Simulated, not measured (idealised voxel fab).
Process module heading - voxel capacitor over wiring
We display cut, a cross-section 220 nm in width whose square cells are each 5 nm.
A cross-section in this document is a grid of square cells, and it is written down as bands, the top band listed before the ones below it; a band is made up of one or more rows of cells. Basically the band line says how high the top is and how high the bottom is, in nm, and then what's in it from left to right, every material with its width in nm. Empty space shows up as "air", and if a single material carries "edge to edge" it runs the full band edge to edge. Ref level 0: as-received wafer is one material below here. Bottom band extends down with no lower bound ("0 nm and below"). Quick explanation for "30->40": the width changes in equal steps down the rows of cells, from the first number in the band's top row to the second number in its bottom row. "no modification" -> step changed no cross-section cell. Enclosed voids (no open way to top), threshold 8 cells or more, entry "Enclosed void entries", notation width x height at distance, distance from left edge, nm. Read whatever lies past the settings on a step's line as the simulator's own remark about the step. When a step includes a mask, the "overlay nm" setting on its line states how far to the right of its planned place that mask lay, and negative values state how far to the left. The remainder of this document consists of a sequence of paired cross-sections. Each pair presents the cross-section prior to one process step together with the cross-section following it, the latter being rendered only as deep as the lowest band that underwent change. The intervening step, together with its settings, is stated beneath each pair. Because the pairs may originate from different runs of this module on the same starting wafer, a given pair is to be read as continuing from the preceding pair only where its entry headed "Pre-step profile" so indicates.
**Pre-step profile**
* 0 nm and below: Si edge to edge
* Enclosed void entries: none
**Post-Step Cross-Section**
* 15 nm to 0 nm: SiO2 edge to edge
* No changes below 0.
* Enclosed void entries: none
Step sandwiched between the two cross-sections above: CONFORMAL_DEP [material SiO2] [thk nm 15]
Pre-step profile: it's just the after picture from the pair right above this one.
**Post-Step Cross-Section**
* 20 nm to 15 nm: SiN edge to edge
* No changes below 15.
* Enclosed void entries: none
Step sandwiched between the two cross-sections above: CONFORMAL_DEP [material SiN] [thk nm 5]
Pre-step profile: it's just the after picture from the pair right above this one.
**Post-Step Cross-Section**
* 45 nm to 20 nm: SiO2 edge to edge
* No changes below 20.
* Enclosed void entries: none
Step sandwiched between the two cross-sections above: DIRECTIONAL_DEP [material SiO2] [thk nm 25]
Pre-step profile: it's just the after picture from the pair right above this one.
**Post-Step Cross-Section**
* 45 nm to 20 nm: SiO2 (60), then air (20), then SiO2 (60), then air (20), then SiO2 (60)
* No changes below 20.
* Enclosed void entries: none
Step sandwiched between the two cross-sections above: MASKED_ETCH [tone open] [mask id METAL_1] [width nm 20] [pitch nm 80] [etch materials SiO2] [depth nm 25] [overlay nm 0]
Pre-step profile: it's just the after picture from the pair right above this one.
**Post-Step Cross-Section**
* 45 nm to 20 nm: SiO2 (60), then air (20), then SiO2 (60), then air (20), then SiO2 (60)
* 20 nm to 15 nm: SiN (60), then air (20), then SiN (60), then air (20), then SiN (60)
* No changes below 15.
* Enclosed void entries: none
Step sandwiched between the two cross-sections above: MASKED_ETCH [tone open] [mask id METAL_1] [width nm 20] [pitch nm 80] [etch materials SiN] [depth nm 5] [overlay nm 0]
Pre-step profile: it's just the after picture from the pair right above this one.
**Post-Step Cross-Section**
* 50 nm to 45 nm: TiN (65), then air (10), then TiN (70), then air (10), then TiN (65)
* 45 nm to 20 nm: SiO2 (60), then TiN (5), then air (10), then TiN (5), then SiO2 (60), then TiN (5), then air (10), then TiN (5), then SiO2 (60)
* 20 nm to 15 nm: SiN (60), then TiN (20), then SiN (60), then TiN (20), then SiN (60)
* No changes below 15.
* Enclosed void entries: none
Step sandwiched between the two cross-sections above: CONFORMAL_DEP [material TiN] [thk nm 5]
Pre-step profile: it's just the after picture from the pair right above this one.
**Post-Step Cross-Section**
* 60 nm to 50 nm: Ru edge to edge
* 50 nm to 45 nm: TiN (65), then Ru (10), then TiN (70), then Ru (10), then TiN (65)
* 45 nm to 20 nm: SiO2 (60), then TiN (5), then Ru (10), then TiN (5), then SiO2 (60), then TiN (5), then Ru (10), then TiN (5), then SiO2 (60)
* No changes below 20.
* Enclosed void entries: none
Step sandwiched between the two cross-sections above: FILL_DEP [material Ru] [thk nm 10]
Pre-step profile: it's just the after picture from the pair right above this one.
**Post-Step Cross-Section**
* 45 nm to 20 nm: SiO2 (60), then TiN (5), then Ru (10), then TiN (5), then SiO2 (60), then TiN (5), then Ru (10), then TiN (5), then SiO2 (60)
* No changes below 20.
* Enclosed void entries: none
Step sandwiched between the two cross-sections above: CMP [height nm 45]
Pre-step profile: it's just the after picture from the pair right above this one.
**Post-Step Cross-Section**
* 50 nm to 45 nm: air (55), then Ru (30), then air (50), then Ru (30), then air (55)
* No changes below 45.
* Enclosed void entries: none
Step sandwiched between the two cross-sections above: EPI [material Ru] [thk nm 5]
Pre-step profile: it's just the after picture from the pair right above this one.
**Post-Step Cross-Section**
* 55 nm to 50 nm: SiCN edge to edge
* 50 nm to 45 nm: SiCN (55), then Ru (30), then SiCN (50), then Ru (30), then SiCN (55)
* No changes below 45.
* Enclosed void entries: none
Step sandwiched between the two cross-sections above: FILL_DEP [material SiCN] [thk nm 5]
Pre-step profile: it's just the after picture from the pair right above this one.
**Post-Step Cross-Section**
* 65 nm to 55 nm: lowk edge to edge
* No changes below 55.
* Enclosed void entries: none
Step sandwiched between the two cross-sections above: DIRECTIONAL_DEP [material lowk] [thk nm 10]
Pre-step profile: it's just the after picture from the pair right above this one.
**Post-Step Cross-Section**
* 65 nm to 55 nm: lowk (65), then air (15), then lowk (140)
* No changes below 55.
* Enclosed void entries: none
Step sandwiched between the two cross-sections above: MASKED_ETCH [tone open] [mask id PLUG_1] [width nm 15] [etch materials lowk] [depth nm 10] [overlay nm 0]
Pre-step profile: it's just the after picture from the pair right above this one.
**Post-Step Cross-Section**
* 65 nm to 55 nm: lowk (65), then air (15), then lowk (140)
* 55 nm to 50 nm: SiCN (65), then air (15), then SiCN (140)
* No changes below 50.
* Enclosed void entries: none
Step sandwiched between the two cross-sections above: MASKED_ETCH [tone open] [mask id PLUG_1] [width nm 15] [etch materials SiCN] [depth nm 5] [overlay nm 0]
Pre-step profile: it's just the after picture from the pair right above this one.
**Post-Step Cross-Section**
* 65 nm to 60 nm: lowk (65), then air (15), then lowk (140)
* 60 nm to 55 nm: lowk (65), then Ru (15), then lowk (140)
* 55 nm to 50 nm: SiCN (65), then Ru (15), then SiCN (140)
* No changes below 50.
* Enclosed void entries: none
Step sandwiched between the two cross-sections above: EPI [material Ru] [thk nm 10]
Pre-step profile: it's just the after picture from the pair right above this one.
**Post-Step Cross-Section**
* 65 nm to 55 nm: lowk (65), then Ru (15), then lowk (140)
* No changes below 55.
* Enclosed void entries: none
Step sandwiched between the two cross-sections above: EPI [material Ru] [thk nm 5]
Pre-step profile: it's just the after picture from the pair right above this one.
**Post-Step Cross-Section**
* 75 nm to 65 nm: TiN edge to edge
* No changes below 65.
* Enclosed void entries: none
Step sandwiched between the two cross-sections above: DIRECTIONAL_DEP [material TiN] [thk nm 10]
Pre-step profile: it's just the after picture from the pair right above this one.
**Post-Step Cross-Section**
* 80 nm to 75 nm: Al2O3 edge to edge
* No changes below 75.
* Enclosed void entries: none
Step sandwiched between the two cross-sections above: DIRECTIONAL_DEP [material Al2O3] [thk nm 5]
Pre-step profile: it's just the after picture from the pair right above this one.
**Post-Step Cross-Section**
* 90 nm to 80 nm: TiN edge to edge
* No changes below 80.
* Enclosed void entries: none
Step sandwiched between the two cross-sections above: DIRECTIONAL_DEP [material TiN] [thk nm 10]
Pre-step profile: it's just the after picture from the pair right above this one.
**Post-Step Cross-Section**
* 110 nm to 90 nm: air (65), then resist (65), then air (90)
* No changes below 90.
* Enclosed void entries: none
Step sandwiched between the two cross-sections above: PATTERN [tone cover] [mask id UPPER_PLATE] [material resist] [width nm 65] [thk nm 20] [overlay nm 0]
Pre-step profile: it's just the after picture from the pair right above this one.
**Post-Step Cross-Section**
* 110 nm to 90 nm: air (65), then resist (65), then air (90)
* 90 nm to 80 nm: air (65), then TiN (65), then air (90)
* No changes below 80.
* Enclosed void entries: none
Step sandwiched between the two cross-sections above: DIRECTIONAL_ETCH [etch materials TiN] [depth nm 10]
Pre-step profile: it's just the after picture from the pair right above this one.
**Post-Step Cross-Section**
* 110 nm to 90 nm: air (65), then resist (65), then air (90)
* 90 nm to 80 nm: air (65), then TiN (65), then air (90)
* 80 nm to 75 nm: air (65), then Al2O3 (65), then air (90)
* No changes below 75.
* Enclosed void entries: none
Step sandwiched between the two cross-sections above: DIRECTIONAL_ETCH [etch materials Al2O3] [depth nm 5]
Pre-step profile: it's just the after picture from the pair right above this one.
**Post-Step Cross-Section**
* 90 nm to 80 nm: air (65), then TiN (65), then air (90)
* No changes below 80.
* Enclosed void entries: none
Step sandwiched between the two cross-sections above: STRIP [etch materials resist]
Pre-step profile: it's just the after picture from the pair right above this one.
**Post-Step Cross-Section**
* 105 nm to 90 nm: air (65), then aC (65), then air (90)
* 90 nm to 80 nm: aC (65), then TiN (65), then aC (90)
* 80 nm to 75 nm: aC (65), then Al2O3 (65), then aC (90)
* No changes below 75.
* Enclosed void entries: none
Step sandwiched between the two cross-sections above: DIRECTIONAL_DEP [material aC] [thk nm 15]
Pre-step profile: it's just the after picture from the pair right above this one.
**Post-Step Cross-Section**
* 135 nm to 105 nm: air (60), then resist (75), then air (85)
* 105 nm to 90 nm: air (60), then resist (5), then aC (65), then resist (5), then air (85)
* No changes below 90.
* Enclosed void entries: none
Step sandwiched between the two cross-sections above: PATTERN [tone cover] [mask id LOWER_PLATE] [material resist] [width nm 75] [thk nm 30] [overlay nm 0]
Pre-step profile: it's just the after picture from the pair right above this one.
**Post-Step Cross-Section**
* 120 nm to 105 nm: air (60), then resist (75), then air (85)
* 105 nm to 90 nm: air (60), then resist (5), then aC (65), then resist (5), then air (85)
* 90 nm to 80 nm: air (60), then aC (5), then TiN (65), then aC (5), then air (85)
* 80 nm to 75 nm: air (60), then aC (5), then Al2O3 (65), then aC (5), then air (85)
* No changes below 75.
* Enclosed void entries: none
Step sandwiched between the two cross-sections above: DIRECTIONAL_ETCH [etch materials aC] [depth nm 15]
Pre-step profile: it's just the after picture from the pair right above this one.
**Post-Step Cross-Section**
* 105 nm to 90 nm: air (65), then aC (65), then air (90)
* No changes below 90.
* Enclosed void entries: none
Step sandwiched between the two cross-sections above: STRIP [etch materials resist]
Pre-step profile: it's just the after picture from the pair right above this one.
**Post-Step Cross-Section**
* 105 nm to 90 nm: air (65), then aC (65), then air (90)
* 90 nm to 80 nm: air (60), then aC (5), then TiN (65), then aC (5), then air (85)
* 80 nm to 75 nm: air (60), then aC (5), then Al2O3 (65), then aC (5), then air (85)
* 75 nm to 65 nm: air (60), then TiN (75), then air (85)
* No changes below 65.
* Enclosed void entries: none
Step sandwiched between the two cross-sections above: DIRECTIONAL_ETCH [etch materials TiN] [depth nm 10]
Pre-step profile: it's just the after picture from the pair right above this one.
**Post-Step Cross-Section**
* 90 nm to 80 nm: air (65), then TiN (65), then air (90)
* 80 nm to 75 nm: air (65), then Al2O3 (65), then air (90)
* No changes below 75.
* Enclosed void entries: none
Step sandwiched between the two cross-sections above: STRIP [etch materials aC]
Pre-step profile: it's just the after picture from the pair right above this one.
**Post-Step Cross-Section**
* 105 nm to 90 nm: SiO2 edge to edge
* 90 nm to 80 nm: SiO2 (65), then TiN (65), then SiO2 (90)
* 80 nm to 75 nm: SiO2 (65), then Al2O3 (65), then SiO2 (90)
* 75 nm to 65 nm: SiO2 (60), then TiN (75), then SiO2 (85)
* No changes below 65.
* Enclosed void entries: none
Step sandwiched between the two cross-sections above: FILL_DEP [material SiO2] [thk nm 15]
Pre-step profile: it's just the after picture from the pair right above this one.
**Post-Step Cross-Section**
* 100 nm to 90 nm: SiO2 edge to edge
* No changes below 90.
* Enclosed void entries: none
Step sandwiched between the two cross-sections above: CMP [height nm 100]
Pre-step profile: it's just the after picture from the pair right above this one.
**Post-Step Cross-Section**
* 115 nm to 100 nm: aC edge to edge
* No changes below 100.
* Enclosed void entries: none
Step sandwiched between the two cross-sections above: DIRECTIONAL_DEP [material aC] [thk nm 15]
Pre-step profile: it's just the after picture from the pair right above this one.
**Post-Step Cross-Section**
* 150 nm to 115 nm: resist (75), then air (15), then resist (130)
* No changes below 115.
* Enclosed void entries: none
Step sandwiched between the two cross-sections above: PATTERN [tone open] [mask id PLUG_2] [material resist] [width nm 15] [thk nm 35] [overlay nm 0]
Pre-step profile: it's just the after picture from the pair right above this one.
**Post-Step Cross-Section**
* 135 nm to 115 nm: resist (75), then air (15), then resist (130)
* 115 nm to 100 nm: aC (75), then air (15), then aC (130)
* No changes below 100.
* Enclosed void entries: none
Step sandwiched between the two cross-sections above: DIRECTIONAL_ETCH [etch materials aC] [depth nm 15]
Pre-step profile: it's just the after picture from the pair right above this one.
**Post-Step Cross-Section**
* 115 nm to 100 nm: aC (75), then air (15), then aC (130)
* No changes below 100.
* Enclosed void entries: none
Step sandwiched between the two cross-sections above: STRIP [etch materials resist]
Pre-step profile: it's just the after picture from the pair right above this one.
**Post-Step Cross-Section**
* 115 nm to 100 nm: aC (75), then air (15), then aC (130)
* 100 nm to 90 nm: SiO2 (75), then air (15), then SiO2 (130)
* No changes below 90.
* Enclosed void entries: none
Step sandwiched between the two cross-sections above: DIRECTIONAL_ETCH [etch materials SiO2] [depth nm 10]
Pre-step profile: it's just the after picture from the pair right above this one.
**Post-Step Cross-Section**
* 100 nm to 90 nm: SiO2 (75), then air (15), then SiO2 (130)
* No changes below 90.
* Enclosed void entries: none
Step sandwiched between the two cross-sections above: STRIP [etch materials aC]
Pre-step profile: it's just the after picture from the pair right above this one.
**Post-Step Cross-Section**
* 105 nm to 100 nm: TiN (80), then air (5), then TiN (135)
* 100 nm to 95 nm: SiO2 (75), then TiN (5), then air (5), then TiN (5), then SiO2 (130)
* 95 nm to 90 nm: SiO2 (75), then TiN (15), then SiO2 (130)
* No changes below 90.
* Enclosed void entries: none
Step sandwiched between the two cross-sections above: CONFORMAL_DEP [material TiN] [thk nm 5]
Pre-step profile: it's just the after picture from the pair right above this one.
**Post-Step Cross-Section**
* 110 nm to 105 nm: Ru edge to edge
* 105 nm to 100 nm: TiN (80), then Ru (5), then TiN (135)
* 100 nm to 95 nm: SiO2 (75), then TiN (5), then Ru (5), then TiN (5), then SiO2 (130)
* No changes below 95.
* Enclosed void entries: none
Step sandwiched between the two cross-sections above: FILL_DEP [material Ru] [thk nm 5]
Pre-step profile: it's just the after picture from the pair right above this one.
**Post-Step Cross-Section**
* 100 nm to 95 nm: SiO2 (75), then TiN (5), then Ru (5), then TiN (5), then SiO2 (130)
* No changes below 95.
* Enclosed void entries: none
Step sandwiched between the two cross-sections above: CMP [height nm 100]
Pre-step profile: it's just the after picture from the pair right above this one.
**Post-Step Cross-Section**
* 105 nm to 100 nm: SiN edge to edge
* No changes below 100.
* Enclosed void entries: none
Step sandwiched between the two cross-sections above: CONFORMAL_DEP [material SiN] [thk nm 5]
**Pre-step profile**
* 75 nm to 65 nm: TiN edge to edge
* 65 nm to 55 nm: lowk (65), then Ru (15), then lowk (140)
* 55 nm to 50 nm: SiCN (65), then Ru (15), then SiCN (140)
* 50 nm to 45 nm: SiCN (55), then Ru (30), then SiCN (50), then Ru (30), then SiCN (55)
* 45 nm to 20 nm: SiO2 (60), then TiN (5), then Ru (10), then TiN (5), then SiO2 (60), then TiN (5), then Ru (10), then TiN (5), then SiO2 (60)
* 20 nm to 15 nm: SiN (60), then TiN (20), then SiN (60), then TiN (20), then SiN (60)
* 15 nm to 0 nm: SiO2 edge to edge
* 0 nm and below: Si edge to edge
* Enclosed void entries: none
**Post-Step Cross-Section**
* 85 nm to 65 nm: TiN edge to edge
* No changes below 65.
* Enclosed void entries: none
Step sandwiched between the two cross-sections above: DIRECTIONAL_DEP [material TiN] [thk nm 10]
Pre-step profile: it's just the after picture from the pair right above this one.
**Post-Step Cross-Section**
* 105 nm to 85 nm: air (65), then resist (65), then air (90)
* No changes below 85.
* Enclosed void entries: none
Step sandwiched between the two cross-sections above: PATTERN [tone cover] [mask id UPPER_PLATE] [material resist] [width nm 65] [thk nm 20] [overlay nm 0]
Pre-step profile: it's just the after picture from the pair right above this one.
**Post-Step Cross-Section**
* 105 nm to 85 nm: air (65), then resist (65), then air (90)
* 85 nm to 75 nm: air (65), then TiN (65), then air (90)
* No changes below 75.
* Enclosed void entries: none
Step sandwiched between the two cross-sections above: DIRECTIONAL_ETCH [etch materials TiN] [depth nm 10]
Pre-step profile: it's just the after picture from the pair right above this one.
**Post-Step Cross-Section**
* 85 nm to 75 nm: air (65), then TiN (65), then air (90)
* No changes below 75.
* Enclosed void entries: none
Step sandwiched between the two cross-sections above: STRIP [etch materials resist]
Pre-step profile: it's just the after picture from the pair right above this one.
**Post-Step Cross-Section**
* 100 nm to 90 nm: air (65), then aC (65), then air (90)
* 90 nm to 85 nm: aC edge to edge
* 85 nm to 75 nm: aC (65), then TiN (65), then aC (90)
* No changes below 75.
* Enclosed void entries: none
Step sandwiched between the two cross-sections above: DIRECTIONAL_DEP [material aC] [thk nm 15]
Pre-step profile: it's just the after picture from the pair right above this one.
**Post-Step Cross-Section**
* 130 nm to 100 nm: air (60), then resist (75), then air (85)
* 100 nm to 90 nm: air (60), then resist (5), then aC (65), then resist (5), then air (85)
* No changes below 90.
* Enclosed void entries: none
Step sandwiched between the two cross-sections above: PATTERN [tone cover] [mask id LOWER_PLATE] [material resist] [width nm 75] [thk nm 30] [overlay nm 0]
Pre-step profile: it's just the after picture from the pair right above this one.
**Post-Step Cross-Section**
* 115 nm to 100 nm: air (60), then resist (75), then air (85)
* 100 nm to 90 nm: air (60), then resist (5), then aC (65), then resist (5), then air (85)
* 90 nm to 85 nm: air (60), then aC (75), then air (85)
* 85 nm to 75 nm: air (60), then aC (5), then TiN (65), then aC (5), then air (85)
* No changes below 75.
* Enclosed void entries: none
Step sandwiched between the two cross-sections above: DIRECTIONAL_ETCH [etch materials aC] [depth nm 15]
Pre-step profile: it's just the after picture from the pair right above this one.
**Post-Step Cross-Section**
* 100 nm to 90 nm: air (65), then aC (65), then air (90)
* No changes below 90.
* Enclosed void entries: none
Step sandwiched between the two cross-sections above: STRIP [etch materials resist]
Pre-step profile: it's just the after picture from the pair right above this one.
**Post-Step Cross-Section**
* 100 nm to 90 nm: air (65), then aC (65), then air (90)
* 90 nm to 85 nm: air (60), then aC (75), then air (85)
* 85 nm to 75 nm: air (60), then aC (5), then TiN (65), then aC (5), then air (85)
* 75 nm to 65 nm: air (60), then TiN (75), then air (85)
* No changes below 65.
* Enclosed void entries: none
Step sandwiched between the two cross-sections above: DIRECTIONAL_ETCH [etch materials TiN] [depth nm 10]
Pre-step profile: it's just the after picture from the pair right above this one.
**Post-Step Cross-Section**
* 85 nm to 75 nm: air (65), then TiN (65), then air (90)
* No changes below 75.
* Enclosed void entries: none
Step sandwiched between the two cross-sections above: STRIP [etch materials aC]
Pre-step profile: it's just the after picture from the pair right above this one.
**Post-Step Cross-Section**
* 100 nm to 85 nm: SiO2 edge to edge
* 85 nm to 75 nm: SiO2 (65), then TiN (65), then SiO2 (90)
* 75 nm to 65 nm: SiO2 (60), then TiN (75), then SiO2 (85)
* No changes below 65.
* Enclosed void entries: none
Step sandwiched between the two cross-sections above: FILL_DEP [material SiO2] [thk nm 15]
Pre-step profile: it's just the after picture from the pair right above this one.
**Post-Step Cross-Section**
* 115 nm to 100 nm: aC edge to edge
* No changes below 100.
* Enclosed void entries: none
Step sandwiched between the two cross-sections above: DIRECTIONAL_DEP [material aC] [thk nm 15]
Pre-step profile: it's just the after picture from the pair right above this one.
**Post-Step Cross-Section**
* 150 nm to 115 nm: resist (75), then air (15), then resist (130)
* No changes below 115.
* Enclosed void entries: none
Step sandwiched between the two cross-sections above: PATTERN [tone open] [mask id PLUG_2] [material resist] [width nm 15] [thk nm 35] [overlay nm 0]
Pre-step profile: it's just the after picture from the pair right above this one.
**Post-Step Cross-Section**
* 135 nm to 115 nm: resist (75), then air (15), then resist (130)
* 115 nm to 100 nm: aC (75), then air (15), then aC (130)
* No changes below 100.
* Enclosed void entries: none
Step sandwiched between the two cross-sections above: DIRECTIONAL_ETCH [etch materials aC] [depth nm 15]
Pre-step profile: it's just the after picture from the pair right above this one.
**Post-Step Cross-Section**
* 115 nm to 100 nm: aC (75), then air (15), then aC (130)
* No changes below 100.
* Enclosed void entries: none
Step sandwiched between the two cross-sections above: STRIP [etch materials resist]
Pre-step profile: it's just the after picture from the pair right above this one.
**Post-Step Cross-Section**
* 115 nm to 100 nm: aC (75), then air (15), then aC (130)
* 100 nm to 90 nm: SiO2 (75), then air (15), then SiO2 (130)
* No changes below 90.
* Enclosed void entries: none
Step sandwiched between the two cross-sections above: DIRECTIONAL_ETCH [etch materials SiO2] [depth nm 10]
Pre-step profile: it's just the after picture from the pair right above this one.
**Post-Step Cross-Section**
* 100 nm to 90 nm: SiO2 (75), then air (15), then SiO2 (130)
* No changes below 90.
* Enclosed void entries: none
Step sandwiched between the two cross-sections above: STRIP [etch materials aC]
Pre-step profile: it's just the after picture from the pair right above this one.
**Post-Step Cross-Section**
* 105 nm to 100 nm: TiN (80), then air (5), then TiN (135)
* 100 nm to 95 nm: SiO2 (75), then TiN (5), then air (5), then TiN (5), then SiO2 (130)
* 95 nm to 90 nm: SiO2 (75), then TiN (15), then SiO2 (130)
* No changes below 90.
* Enclosed void entries: none
Step sandwiched between the two cross-sections above: CONFORMAL_DEP [material TiN] [thk nm 5]
Pre-step profile: it's just the after picture from the pair right above this one.
**Post-Step Cross-Section**
* 110 nm to 105 nm: Ru edge to edge
* 105 nm to 100 nm: TiN (80), then Ru (5), then TiN (135)
* 100 nm to 95 nm: SiO2 (75), then TiN (5), then Ru (5), then TiN (5), then SiO2 (130)
* No changes below 95.
* Enclosed void entries: none
Step sandwiched between the two cross-sections above: FILL_DEP [material Ru] [thk nm 5]
Pre-step profile: it's just the after picture from the pair right above this one.
**Post-Step Cross-Section**
* 100 nm to 95 nm: SiO2 (75), then TiN (5), then Ru (5), then TiN (5), then SiO2 (130)
* No changes below 95.
* Enclosed void entries: none
Step sandwiched between the two cross-sections above: CMP [height nm 100]
Pre-step profile: it's just the after picture from the pair right above this one.
**Post-Step Cross-Section**
* 105 nm to 100 nm: SiN edge to edge
* No changes below 100.
* Enclosed void entries: none
Step sandwiched between the two cross-sections above: CONFORMAL_DEP [material SiN] [thk nm 5]
**Pre-step profile**
* 65 nm to 60 nm: lowk (65), then air (15), then lowk (140)
* 60 nm to 55 nm: lowk (65), then Ru (15), then lowk (140)
* 55 nm to 50 nm: SiCN (65), then Ru (15), then SiCN (140)
* 50 nm to 45 nm: SiCN (55), then Ru (30), then SiCN (50), then Ru (30), then SiCN (55)
* 45 nm to 20 nm: SiO2 (60), then TiN (5), then Ru (10), then TiN (5), then SiO2 (60), then TiN (5), then Ru (10), then TiN (5), then SiO2 (60)
* 20 nm to 15 nm: SiN (60), then TiN (20), then SiN (60), then TiN (20), then SiN (60)
* 15 nm to 0 nm: SiO2 edge to edge
* 0 nm and below: Si edge to edge
* Enclosed void entries: none
**Post-Step Cross-Section**
* 70 nm to 65 nm: air (60), then Ru (25), then air (135)
* 65 nm to 55 nm: lowk (65), then Ru (15), then lowk (140)
* No changes below 55.
* Enclosed void entries: none
Step sandwiched between the two cross-sections above: EPI [material Ru] [thk nm 10]
Pre-step profile: it's just the after picture from the pair right above this one.
**Post-Step Cross-Section**
* 75 nm to 65 nm: air (55), then Ru (35), then air (130)
* No changes below 65.
* Enclosed void entries: none
Step sandwiched between the two cross-sections above: EPI [material Ru] [thk nm 5]
Pre-step profile: it's just the after picture from the pair right above this one.
**Post-Step Cross-Section**
* 85 nm to 75 nm: air (55), then TiN (35), then air (130)
* 75 nm to 65 nm: TiN (55), then Ru (35), then TiN (130)
* No changes below 65.
* Enclosed void entries: none
Step sandwiched between the two cross-sections above: DIRECTIONAL_DEP [material TiN] [thk nm 10]
Pre-step profile: it's just the after picture from the pair right above this one.
**Post-Step Cross-Section**
* 90 nm to 85 nm: air (55), then Al2O3 (35), then air (130)
* 85 nm to 80 nm: air (55), then TiN (35), then air (130)
* 80 nm to 75 nm: Al2O3 (55), then TiN (35), then Al2O3 (130)
* No changes below 75.
* Enclosed void entries: none
Step sandwiched between the two cross-sections above: DIRECTIONAL_DEP [material Al2O3] [thk nm 5]
Pre-step profile: it's just the after picture from the pair right above this one.
**Post-Step Cross-Section**
* 100 nm to 90 nm: air (55), then TiN (35), then air (130)
* 90 nm to 85 nm: TiN (55), then Al2O3 (35), then TiN (130)
* 85 nm to 80 nm: TiN edge to edge
* No changes below 80.
* Enclosed void entries: none
Step sandwiched between the two cross-sections above: DIRECTIONAL_DEP [material TiN] [thk nm 10]
Pre-step profile: it's just the after picture from the pair right above this one.
**Post-Step Cross-Section**
* 120 nm to 100 nm: air (65), then resist (65), then air (90)
* 100 nm to 90 nm: air (55), then TiN (35), then resist (40), then air (90)
* No changes below 90.
* Enclosed void entries: none
Step sandwiched between the two cross-sections above: PATTERN [tone cover] [mask id UPPER_PLATE] [material resist] [width nm 65] [thk nm 20] [overlay nm 0]
Pre-step profile: it's just the after picture from the pair right above this one.
**Post-Step Cross-Section**
* 120 nm to 100 nm: air (65), then resist (65), then air (90)
* 100 nm to 90 nm: air (65), then TiN (25), then resist (40), then air (90)
* 90 nm to 85 nm: air (55), then Al2O3 (35), then TiN (40), then air (90)
* 85 nm to 80 nm: air (55), then TiN (75), then air (90)
* No changes below 80.
* Enclosed void entries: none
Step sandwiched between the two cross-sections above: DIRECTIONAL_ETCH [etch materials TiN] [depth nm 10]
Pre-step profile: it's just the after picture from the pair right above this one.
**Post-Step Cross-Section**
* 120 nm to 100 nm: air (65), then resist (65), then air (90)
* 100 nm to 90 nm: air (65), then TiN (25), then resist (40), then air (90)
* 90 nm to 85 nm: air (65), then Al2O3 (25), then TiN (40), then air (90)
* 85 nm to 80 nm: air (55), then TiN (75), then air (90)
* 80 nm to 75 nm: air (55), then TiN (35), then Al2O3 (40), then air (90)
* No changes below 75.
* Enclosed void entries: none
Step sandwiched between the two cross-sections above: DIRECTIONAL_ETCH [etch materials Al2O3] [depth nm 5]
Pre-step profile: it's just the after picture from the pair right above this one.
**Post-Step Cross-Section**
* 100 nm to 90 nm: air (65), then TiN (25), then air (130)
* No changes below 90.
* Enclosed void entries: none
Step sandwiched between the two cross-sections above: STRIP [etch materials resist]
Pre-step profile: it's just the after picture from the pair right above this one.
**Post-Step Cross-Section**
* 115 nm to 105 nm: air (65), then aC (25), then air (130)
* 105 nm to 100 nm: air (65), then aC (65), then air (90)
* 100 nm to 90 nm: air (55), then aC (10), then TiN (25), then aC (40), then air (90)
* 90 nm to 85 nm: aC (65), then Al2O3 (25), then TiN (40), then aC (90)
* 85 nm to 80 nm: aC (55), then TiN (75), then aC (90)
* 80 nm to 75 nm: aC (55), then TiN (35), then Al2O3 (40), then aC (90)
* No changes below 75.
* Enclosed void entries: none
Step sandwiched between the two cross-sections above: DIRECTIONAL_DEP [material aC] [thk nm 15]
Pre-step profile: it's just the after picture from the pair right above this one.
**Post-Step Cross-Section**
* 145 nm to 115 nm: air (60), then resist (75), then air (85)
* 115 nm to 105 nm: air (60), then resist (5), then aC (25), then resist (45), then air (85)
* 105 nm to 100 nm: air (60), then resist (5), then aC (65), then resist (5), then air (85)
* 100 nm to 90 nm: air (55), then aC (10), then TiN (25), then aC (40), then resist (5), then air (85)
* No changes below 90.
* Enclosed void entries: none
Step sandwiched between the two cross-sections above: PATTERN [tone cover] [mask id LOWER_PLATE] [material resist] [width nm 75] [thk nm 30] [overlay nm 0]
Pre-step profile: it's just the after picture from the pair right above this one.
**Post-Step Cross-Section**
* 130 nm to 115 nm: air (60), then resist (75), then air (85)
* 115 nm to 105 nm: air (60), then resist (5), then aC (25), then resist (45), then air (85)
* 105 nm to 100 nm: air (60), then resist (5), then aC (65), then resist (5), then air (85)
* 100 nm to 90 nm: air (60), then aC (5), then TiN (25), then aC (40), then resist (5), then air (85)
* 90 nm to 85 nm: air (60), then aC (5), then Al2O3 (25), then TiN (40), then aC (5), then air (85)
* 85 nm to 80 nm: air (55), then TiN (75), then aC (5), then air (85)
* 80 nm to 75 nm: air (55), then TiN (35), then Al2O3 (40), then aC (5), then air (85)
* No changes below 75.
* Enclosed void entries: none
Step sandwiched between the two cross-sections above: DIRECTIONAL_ETCH [etch materials aC] [depth nm 15]
Pre-step profile: it's just the after picture from the pair right above this one.
**Post-Step Cross-Section**
* 115 nm to 105 nm: air (65), then aC (25), then air (130)
* 105 nm to 100 nm: air (65), then aC (65), then air (90)
* 100 nm to 90 nm: air (60), then aC (5), then TiN (25), then aC (40), then air (90)
* No changes below 90.
* Enclosed void entries: none
Step sandwiched between the two cross-sections above: STRIP [etch materials resist]
Pre-step profile: it's just the after picture from the pair right above this one.
**Post-Step Cross-Section**
* 115 nm to 105 nm: air (65), then aC (25), then air (130)
* 105 nm to 100 nm: air (65), then aC (65), then air (90)
* 100 nm to 90 nm: air (60), then aC (5), then TiN (25), then aC (40), then air (90)
* 90 nm to 85 nm: air (60), then aC (5), then Al2O3 (25), then TiN (40), then aC (5), then air (85)
* 85 nm to 80 nm: air (60), then TiN (70), then aC (5), then air (85)
* 80 nm to 75 nm: air (60), then TiN (30), then Al2O3 (40), then aC (5), then air (85)
* 75 nm to 65 nm: air (55), then Ru (35), then TiN (45), then air (85)
* No changes below 65.
* Enclosed void entries: none
Step sandwiched between the two cross-sections above: DIRECTIONAL_ETCH [etch materials TiN] [depth nm 10]
Pre-step profile: it's just the after picture from the pair right above this one.
**Post-Step Cross-Section**
* 100 nm to 90 nm: air (65), then TiN (25), then air (130)
* 90 nm to 85 nm: air (65), then Al2O3 (25), then TiN (40), then air (90)
* 85 nm to 80 nm: air (60), then TiN (70), then air (90)
* 80 nm to 75 nm: air (60), then TiN (30), then Al2O3 (40), then air (90)
* No changes below 75.
* Enclosed void entries: none
Step sandwiched between the two cross-sections above: STRIP [etch materials aC]
